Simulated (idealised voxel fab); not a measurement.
This section sets out a process module, namely voxel wiring stack.
Cross-section cut: width 265 nm, square cells of 5 nm.
Cross-section format: a grid of square cells, given as bands from top to bottom; each band is one or more rows of cells.
Heights first: top, then bottom, in nm. Then materials, left to right, each with a width in nm. "full width" on a single material: fills the band edge to edge. "blank": empty space.
Height datum 0, below which the as-received substrate wafer is one material. Lowest band open at the bottom, running downward: "top 0, no bottom".
The width entry "30 to 40" should be interpreted row by row: the top row of cells in the band takes the first number, the bottom row takes the second number, and the change between adjacent rows is uniform throughout.
You'll sometimes find "remained the same" written for a step, and that's the way of saying that nowhere in the cross-section did a cell change during that step.
Listed in "Fully enclosed voids": every empty space of 8 or more cells without an open way to the top. Form: width x height at distance, the distance being from the left edge, all in nm.
On a step's line, text after the settings is the simulator commenting on that step.
"overlay nm", when on a step's line for a step with a mask, measures how far to the right of its planned place the mask lay; a negative measure means to the left.
Note: before/after cross-section pairs follow, one process step per pair, after-side truncated at the lowest changed band, step and settings given beneath. Different runs of this module on the same starting wafer may supply the pairs; a pair continues the one above only where the "Pre-step cross-section" entry says so.

# Pre-step cross-section
	top 120, bottom 90  blank=55; resist=30; blank=30; resist=30; blank=30; resist=30; blank=60
	top 90, bottom 75  aC full width
	top 75, bottom 60  W full width
	top 60, bottom 55  TiN full width
	top 55, bottom 45  SiO2=55; Ru=15; SiO2=45; Ru=15; SiO2=45; Ru=15; SiO2=75
	top 45, bottom 40  SiCN=55; Ru=15; SiCN=45; Ru=15; SiCN=45; Ru=15; SiCN=75
	top 40, bottom 35  Ru full width
	top 35, bottom 15  TiN full width
	top 15, bottom 10  SiCN full width
	top 10, bottom 0  SiO2 full width
	top 0, no bottom  Si full width
	Fully enclosed voids: none

# Post-Step Appearance
	top 105, bottom 90  blank=55; resist=30; blank=30; resist=30; blank=30; resist=30; blank=60
	top 90, bottom 75  blank=55; aC=30; blank=30; aC=30; blank=30; aC=30; blank=60
	Below 75 it's all the same as before, nothing changed down there.
	Fully enclosed voids: none
To go from the before cross-section above to the after cross-section, apply DIRECTIONAL_ETCH (etch materials aC; depth nm 15)

Pre-step cross-section: carried over from the after image of the pair right above.

# Post-Step Appearance
	top 90, bottom 75  blank=55; aC=30; blank=30; aC=30; blank=30; aC=30; blank=60
	Below 75 it's all the same as before, nothing changed down there.
	Fully enclosed voids: none
To go from the before cross-section above to the after cross-section, apply STRIP (etch materials resist)

Pre-step cross-section: carried over from the after image of the pair right above.

# Post-Step Appearance
	top 90, bottom 75  blank=55; aC=30; blank=30; aC=30; blank=30; aC=30; blank=60
	top 75, bottom 60  blank=55; W=30; blank=30; W=30; blank=30; W=30; blank=60
	Below 60 it's all the same as before, nothing changed down there.
	Fully enclosed voids: none
To go from the before cross-section above to the after cross-section, apply DIRECTIONAL_ETCH (etch materials W; depth nm 15)

Pre-step cross-section: carried over from the after image of the pair right above.

# Post-Step Appearance
	top 90, bottom 75  blank=55; aC=30; blank=30; aC=30; blank=30; aC=30; blank=60
	top 75, bottom 60  blank=55; W=30; blank=30; W=30; blank=30; W=30; blank=60
	top 60, bottom 55  blank=55; TiN=30; blank=30; TiN=30; blank=30; TiN=30; blank=60
	Below 55 it's all the same as before, nothing changed down there.
	Fully enclosed voids: none
To go from the before cross-section above to the after cross-section, apply DIRECTIONAL_ETCH (etch materials TiN; depth nm 5)

Pre-step cross-section: carried over from the after image of the pair right above.

# Post-Step Appearance
	top 75, bottom 60  blank=55; W=30; blank=30; W=30; blank=30; W=30; blank=60
	Below 60 it's all the same as before, nothing changed down there.
	Fully enclosed voids: none
To go from the before cross-section above to the after cross-section, apply STRIP (etch materials aC)

Pre-step cross-section: carried over from the after image of the pair right above.

# Post-Step Appearance
	top 80, bottom 75  blank=50; SiN=40; blank=20; SiN=40; blank=20; SiN=40; blank=55
	top 75, bottom 60  blank=50; SiN=5; W=30; SiN=5; blank=20; SiN=5; W=30; SiN=5; blank=20; SiN=5; W=30; SiN=5; blank=55
	top 60, bottom 55  SiN=55; TiN=30; SiN=30; TiN=30; SiN=30; TiN=30; SiN=60
	Below 55 it's all the same as before, nothing changed down there.
	Fully enclosed voids: none
To go from the before cross-section above to the after cross-section, apply CONFORMAL_DEP (material SiN; thk nm 5)

Pre-step cross-section: carried over from the after image of the pair right above.

# Post-Step Appearance
	top 85, bottom 80  lowk full width
	top 80, bottom 75  lowk=50; SiN=40; lowk=20; SiN=40; lowk=20; SiN=40; lowk=55
	top 75, bottom 60  lowk=50; SiN=5; W=30; SiN=5; lowk=20; SiN=5; W=30; SiN=5; lowk=20; SiN=5; W=30; SiN=5; lowk=55
	Below 60 it's all the same as before, nothing changed down there.
	Fully enclosed voids: none
To go from the before cross-section above to the after cross-section, apply FILL_DEP (material lowk; thk nm 5)

Pre-step cross-section: carried over from the after image of the pair right above.

# Post-Step Appearance
	top 75, bottom 60  lowk=50; SiN=5; W=30; SiN=5; lowk=20; SiN=5; W=30; SiN=5; lowk=20; SiN=5; W=30; SiN=5; lowk=55
	Below 60 it's all the same as before, nothing changed down there.
	Fully enclosed voids: none
To go from the before cross-section above to the after cross-section, apply CMP (height nm 75)

Pre-step cross-section: carried over from the after image of the pair right above.

# Post-Step Appearance
	top 80, bottom 75  SiCN full width
	Below 75 it's all the same as before, nothing changed down there.
	Fully enclosed voids: none
To go from the before cross-section above to the after cross-section, apply CONFORMAL_DEP (material SiCN; thk nm 5)

# Pre-step cross-section
	top 50, bottom 35  aC full width
	top 35, bottom 15  SiO2 full width
	top 15, bottom 10  SiCN full width
	top 10, bottom 0  SiO2 full width
	top 0, no bottom  Si full width
	Fully enclosed voids: none

# Post-Step Appearance
	top 85, bottom 50  blank=55; resist=30; blank=30; resist=30; blank=30; resist=30; blank=60
	Below 50 it's all the same as before, nothing changed down there.
	Fully enclosed voids: none
To go from the before cross-section above to the after cross-section, apply PATTERN (tone cover; mask id METAL_1; material resist; width nm 30; pitch nm 60; thk nm 35; overlay nm 0)

Pre-step cross-section: carried over from the after image of the pair right above.

# Post-Step Appearance
	top 70, bottom 50  blank=55; resist=30; blank=30; resist=30; blank=30; resist=30; blank=60
	top 50, bottom 35  blank=55; aC=30; blank=30; aC=30; blank=30; aC=30; blank=60
	Below 35 it's all the same as before, nothing changed down there.
	Fully enclosed voids: none
To go from the before cross-section above to the after cross-section, apply DIRECTIONAL_ETCH (etch materials aC; depth nm 15)

Pre-step cross-section: carried over from the after image of the pair right above.

# Post-Step Appearance
	top 50, bottom 35  blank=55; aC=30; blank=30; aC=30; blank=30; aC=30; blank=60
	Below 35 it's all the same as before, nothing changed down there.
	Fully enclosed voids: none
To go from the before cross-section above to the after cross-section, apply STRIP (etch materials resist)

Pre-step cross-section: carried over from the after image of the pair right above.

# Post-Step Appearance
	top 50, bottom 35  blank=55; aC=30; blank=30; aC=30; blank=30; aC=30; blank=60
	top 35, bottom 15  blank=55; SiO2=30; blank=30; SiO2=30; blank=30; SiO2=30; blank=60
	Below 15 it's all the same as before, nothing changed down there.
	Fully enclosed voids: none
To go from the before cross-section above to the after cross-section, apply DIRECTIONAL_ETCH (etch materials SiO2; depth nm 20)

Pre-step cross-section: carried over from the after image of the pair right above.

# Post-Step Appearance
	top 50, bottom 35  blank=55; aC=30; blank=30; aC=30; blank=30; aC=30; blank=60
	top 35, bottom 15  blank=55; SiO2=30; blank=30; SiO2=30; blank=30; SiO2=30; blank=60
	top 15, bottom 10  blank=55; SiCN=30; blank=30; SiCN=30; blank=30; SiCN=30; blank=60
	Below 10 it's all the same as before, nothing changed down there.
	Fully enclosed voids: none
To go from the before cross-section above to the after cross-section, apply DIRECTIONAL_ETCH (etch materials SiCN; depth nm 5)

Pre-step cross-section: carried over from the after image of the pair right above.

# Post-Step Appearance
	top 35, bottom 15  blank=55; SiO2=30; blank=30; SiO2=30; blank=30; SiO2=30; blank=60
	Below 15 it's all the same as before, nothing changed down there.
	Fully enclosed voids: none
To go from the before cross-section above to the after cross-section, apply STRIP (etch materials aC)

Pre-step cross-section: carried over from the after image of the pair right above.

# Post-Step Appearance
	top 40, bottom 35  blank=50; TiN=40; blank=20; TiN=40; blank=20; TiN=40; blank=55
	top 35, bottom 15  blank=50; TiN=5; SiO2=30; TiN=5; blank=20; TiN=5; SiO2=30; TiN=5; blank=20; TiN=5; SiO2=30; TiN=5; blank=55
	top 15, bottom 10  TiN=55; SiCN=30; TiN=30; SiCN=30; TiN=30; SiCN=30; TiN=60
	Below 10 it's all the same as before, nothing changed down there.
	Fully enclosed voids: none
To go from the before cross-section above to the after cross-section, apply CONFORMAL_DEP (material TiN; thk nm 5)

Pre-step cross-section: carried over from the after image of the pair right above.

# Post-Step Appearance
	top 45, bottom 40  W full width
	top 40, bottom 35  W=50; TiN=40; W=20; TiN=40; W=20; TiN=40; W=55
	top 35, bottom 15  W=50; TiN=5; SiO2=30; TiN=5; W=20; TiN=5; SiO2=30; TiN=5; W=20; TiN=5; SiO2=30; TiN=5; W=55
	Below 15 it's all the same as before, nothing changed down there.
	Fully enclosed voids: none
To go from the before cross-section above to the after cross-section, apply FILL_DEP (material W; thk nm 5)

Pre-step cross-section: carried over from the after image of the pair right above.

# Post-Step Appearance
	top 35, bottom 15  W=50; TiN=5; SiO2=30; TiN=5; W=20; TiN=5; SiO2=30; TiN=5; W=20; TiN=5; SiO2=30; TiN=5; W=55
	Below 15 it's all the same as before, nothing changed down there.
	Fully enclosed voids: none
To go from the before cross-section above to the after cross-section, apply CMP (height nm 35)

Pre-step cross-section: carried over from the after image of the pair right above.

# Post-Step Appearance
	top 40, bottom 35  Ru=60; blank=20; Ru=40; blank=20; Ru=40; blank=20; Ru=65
	Below 35 it's all the same as before, nothing changed down there.
	Fully enclosed voids: none
To go from the before cross-section above to the after cross-section, apply EPI (material Ru; thk nm 5)

Pre-step cross-section: carried over from the after image of the pair right above.

# Post-Step Appearance
	top 45, bottom 40  SiCN full width
	top 40, bottom 35  Ru=60; SiCN=20; Ru=40; SiCN=20; Ru=40; SiCN=20; Ru=65
	Below 35 it's all the same as before, nothing changed down there.
	Fully enclosed voids: none
To go from the before cross-section above to the after cross-section, apply FILL_DEP (material SiCN; thk nm 5)

Pre-step cross-section: carried over from the after image of the pair right above.

# Post-Step Appearance
	top 55, bottom 45  SiO2 full width
	Below 45 it's all the same as before, nothing changed down there.
	Fully enclosed voids: none
To go from the before cross-section above to the after cross-section, apply DIRECTIONAL_DEP (material SiO2; thk nm 10)

Pre-step cross-section: carried over from the after image of the pair right above.

# Post-Step Appearance
	top 70, bottom 55  resist=55; blank=15; resist=45; blank=15; resist=45; blank=15; resist=75
	Below 55 it's all the same as before, nothing changed down there.
	Fully enclosed voids: none
To go from the before cross-section above to the after cross-section, apply PATTERN (tone open; mask id PLUG_1; material resist; width nm 15; pitch nm 60; thk nm 15; overlay nm 0)

Pre-step cross-section: carried over from the after image of the pair right above.

# Post-Step Appearance
	top 70, bottom 55  resist=55; blank=15; resist=45; blank=15; resist=45; blank=15; resist=75
	top 55, bottom 45  SiO2=55; blank=15; SiO2=45; blank=15; SiO2=45; blank=15; SiO2=75
	Below 45 it's all the same as before, nothing changed down there.
	Fully enclosed voids: none
To go from the before cross-section above to the after cross-section, apply DIRECTIONAL_ETCH (etch materials SiO2; depth nm 10)

Pre-step cross-section: carried over from the after image of the pair right above.

# Post-Step Appearance
	top 70, bottom 55  resist=55; blank=15; resist=45; blank=15; resist=45; blank=15; resist=75
	top 55, bottom 45  SiO2=55; blank=15; SiO2=45; blank=15; SiO2=45; blank=15; SiO2=75
	top 45, bottom 40  SiCN=55; blank=15; SiCN=45; blank=15; SiCN=45; blank=15; SiCN=75
	Below 40 it's all the same as before, nothing changed down there.
	Fully enclosed voids: none
To go from the before cross-section above to the after cross-section, apply DIRECTIONAL_ETCH (etch materials SiCN; depth nm 5)

Pre-step cross-section: carried over from the after image of the pair right above.

# Post-Step Appearance
	top 55, bottom 45  SiO2=55; blank=15; SiO2=45; blank=15; SiO2=45; blank=15; SiO2=75
	Below 45 it's all the same as before, nothing changed down there.
	Fully enclosed voids: none
To go from the before cross-section above to the after cross-section, apply STRIP (etch materials resist)

Pre-step cross-section: carried over from the after image of the pair right above.

# Post-Step Appearance
	top 55, bottom 50  SiO2=55; blank=15; SiO2=45; blank=15; SiO2=45; blank=15; SiO2=75
	top 50, bottom 45  SiO2=55; Ru=15; SiO2=45; Ru=15; SiO2=45; Ru=15; SiO2=75
	top 45, bottom 40  SiCN=55; Ru=15; SiCN=45; Ru=15; SiCN=45; Ru=15; SiCN=75
	Below 40 it's all the same as before, nothing changed down there.
	Fully enclosed voids: none
To go from the before cross-section above to the after cross-section, apply EPI (material Ru; thk nm 10)

Pre-step cross-section: carried over from the after image of the pair right above.

# Post-Step Appearance
	top 55, bottom 45  SiO2=55; Ru=15; SiO2=45; Ru=15; SiO2=45; Ru=15; SiO2=75
	Below 45 it's all the same as before, nothing changed down there.
	Fully enclosed voids: none
To go from the before cross-section above to the after cross-section, apply EPI (material Ru; thk nm 5)

Pre-step cross-section: carried over from the after image of the pair right above.

# Post-Step Appearance
	top 60, bottom 55  TiN full width
	Below 55 it's all the same as before, nothing changed down there.
	Fully enclosed voids: none
To go from the before cross-section above to the after cross-section, apply DIRECTIONAL_DEP (material TiN; thk nm 5)

Pre-step cross-section: carried over from the after image of the pair right above.

# Post-Step Appearance
	top 75, bottom 60  W full width
	Below 60 it's all the same as before, nothing changed down there.
	Fully enclosed voids: none
To go from the before cross-section above to the after cross-section, apply DIRECTIONAL_DEP (material W; thk nm 15)

Pre-step cross-section: carried over from the after image of the pair right above.

# Post-Step Appearance
	top 90, bottom 75  aC full width
	Below 75 it's all the same as before, nothing changed down there.
	Fully enclosed voids: none
To go from the before cross-section above to the after cross-section, apply DIRECTIONAL_DEP (material aC; thk nm 15)

Pre-step cross-section: carried over from the after image of the pair right above.

# Post-Step Appearance
	top 120, bottom 90  blank=55; resist=30; blank=30; resist=30; blank=30; resist=30; blank=60
	Below 90 it's all the same as before, nothing changed down there.
	Fully enclosed voids: none
To go from the before cross-section above to the after cross-section, apply PATTERN (tone cover; mask id METAL_2; material resist; width nm 30; pitch nm 60; thk nm 30; overlay nm 0)

Pre-step cross-section: carried over from the after image of the pair right above.

# Post-Step Appearance
	top 105, bottom 90  blank=55; resist=30; blank=30; resist=30; blank=30; resist=30; blank=60
	top 90, bottom 75  blank=55; aC=30; blank=30; aC=30; blank=30; aC=30; blank=60
	Below 75 it's all the same as before, nothing changed down there.
	Fully enclosed voids: none
To go from the before cross-section above to the after cross-section, apply DIRECTIONAL_ETCH (etch materials aC; depth nm 15)

Pre-step cross-section: carried over from the after image of the pair right above.

# Post-Step Appearance
	top 90, bottom 75  blank=55; aC=30; blank=30; aC=30; blank=30; aC=30; blank=60
	Below 75 it's all the same as before, nothing changed down there.
	Fully enclosed voids: none
To go from the before cross-section above to the after cross-section, apply STRIP (etch materials resist)

Pre-step cross-section: carried over from the after image of the pair right above.

# Post-Step Appearance
	top 90, bottom 75  blank=55; aC=30; blank=30; aC=30; blank=30; aC=30; blank=60
	top 75, bottom 60  blank=55; W=30; blank=30; W=30; blank=30; W=30; blank=60
	Below 60 it's all the same as before, nothing changed down there.
	Fully enclosed voids: none
To go from the before cross-section above to the after cross-section, apply DIRECTIONAL_ETCH (etch materials W; depth nm 15)

Pre-step cross-section: carried over from the after image of the pair right above.

# Post-Step Appearance
	top 90, bottom 75  blank=55; aC=30; blank=30; aC=30; blank=30; aC=30; blank=60
	top 75, bottom 60  blank=55; W=30; blank=30; W=30; blank=30; W=30; blank=60
	top 60, bottom 55  blank=55; TiN=30; blank=30; TiN=30; blank=30; TiN=30; blank=60
	Below 55 it's all the same as before, nothing changed down there.
	Fully enclosed voids: none
To go from the before cross-section above to the after cross-section, apply DIRECTIONAL_ETCH (etch materials TiN; depth nm 5)

Pre-step cross-section: carried over from the after image of the pair right above.

# Post-Step Appearance
	top 75, bottom 60  blank=55; W=30; blank=30; W=30; blank=30; W=30; blank=60
	Below 60 it's all the same as before, nothing changed down there.
	Fully enclosed voids: none
To go from the before cross-section above to the after cross-section, apply STRIP (etch materials aC)

Pre-step cross-section: carried over from the after image of the pair right above.

# Post-Step Appearance
	top 80, bottom 75  blank=50; SiN=40; blank=20; SiN=40; blank=20; SiN=40; blank=55
	top 75, bottom 60  blank=50; SiN=5; W=30; SiN=5; blank=20; SiN=5; W=30; SiN=5; blank=20; SiN=5; W=30; SiN=5; blank=55
	top 60, bottom 55  SiN=55; TiN=30; SiN=30; TiN=30; SiN=30; TiN=30; SiN=60
	Below 55 it's all the same as before, nothing changed down there.
	Fully enclosed voids: none
To go from the before cross-section above to the after cross-section, apply CONFORMAL_DEP (material SiN; thk nm 5)

Pre-step cross-section: carried over from the after image of the pair right above.

# Post-Step Appearance
	top 85, bottom 80  lowk full width
	top 80, bottom 75  lowk=50; SiN=40; lowk=20; SiN=40; lowk=20; SiN=40; lowk=55
	top 75, bottom 60  lowk=50; SiN=5; W=30; SiN=5; lowk=20; SiN=5; W=30; SiN=5; lowk=20; SiN=5; W=30; SiN=5; lowk=55
	Below 60 it's all the same as before, nothing changed down there.
	Fully enclosed voids: none
To go from the before cross-section above to the after cross-section, apply FILL_DEP (material lowk; thk nm 5)

Pre-step cross-section: carried over from the after image of the pair right above.

# Post-Step Appearance
	top 75, bottom 60  lowk=50; SiN=5; W=30; SiN=5; lowk=20; SiN=5; W=30; SiN=5; lowk=20; SiN=5; W=30; SiN=5; lowk=55
	Below 60 it's all the same as before, nothing changed down there.
	Fully enclosed voids: none
To go from the before cross-section above to the after cross-section, apply CMP (height nm 75)

Pre-step cross-section: carried over from the after image of the pair right above.

# Post-Step Appearance
	top 80, bottom 75  SiCN full width
	Below 75 it's all the same as before, nothing changed down there.
	Fully enclosed voids: none
To go from the before cross-section above to the after cross-section, apply CONFORMAL_DEP (material SiCN; thk nm 5)
